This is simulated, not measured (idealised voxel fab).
Process module in this document: voxel released beams
It is cross-section cut that appears here, measuring 140 nm in width, its square cells being 5 nm in size.
Cross-sections here: square-cell grids, written as top-down lists of bands, a band being one or more rows of cells.
Quick guide to a band line: top height, bottom height (nm) up front; then every material left to right with its width in nm. Only one material and it's marked "throughout"? Then it fills the band edge to edge. And "air" just means empty space.
Where do heights start? At 0: under that level the wafer as delivered is made of one material only. And the lowest band has no floor; it just carries on downward, as in "from 0 down".
A width given as "30 to 40" starts at the first number in the band's top row and ends at the second number in its bottom row, shifting by an equal amount at every step from row to row.
"same as before" -> step changed no cross-section cell.
The entry titled "Fully sealed cavities" provides the empty spaces that have no open way to the top, restricted to those of 8 cells or more. Each is presented as width x height at distance, the distance being measured from the left edge, with all three in nm.
Where a step's line continues beyond its settings, the continuation is a remark by the simulator itself on that step.
Among the settings permitted on a step's line is "overlay nm"; applied to a step with a mask, it specifies the extent to which the mask lay to the right of its planned position, whereas a negative figure signifies a position to the left.

Plan:
1 RECEIVE, material Si
2 CONFORMAL_DEP, material Al2O3, thk nm 10
3 DIRECTIONAL_DEP, material SiO2, thk nm 15
4 MASKED_ETCH, tone open, mask id ANCHOR, width nm 25, etch materials SiO2, depth nm 15, overlay nm 0
5 CONFORMAL_DEP, material W, thk nm 10
6 MASKED_ETCH, tone cover, mask id BEAM, width nm 70, etch materials W, depth nm 10, overlay nm 0
7 STRIP, etch materials SiO2

Wafer as received: cross-section following step 1:
> from 0 down | Si throughout
> Fully sealed cavities: none

Starting structure and process plan are as shown above, but one mistake was made in running the module; the wafer cross-section at the end of the module follows:
> from 25 to 10 | 35 nm SiO2, 25 nm air, 80 nm SiO2
> from 10 to 0 | Al2O3 throughout
> from 0 down | Si throughout
> Fully sealed cavities: none
Error vs. plan: contrary to plan, step 7 was performed as STRIP, etch materials W
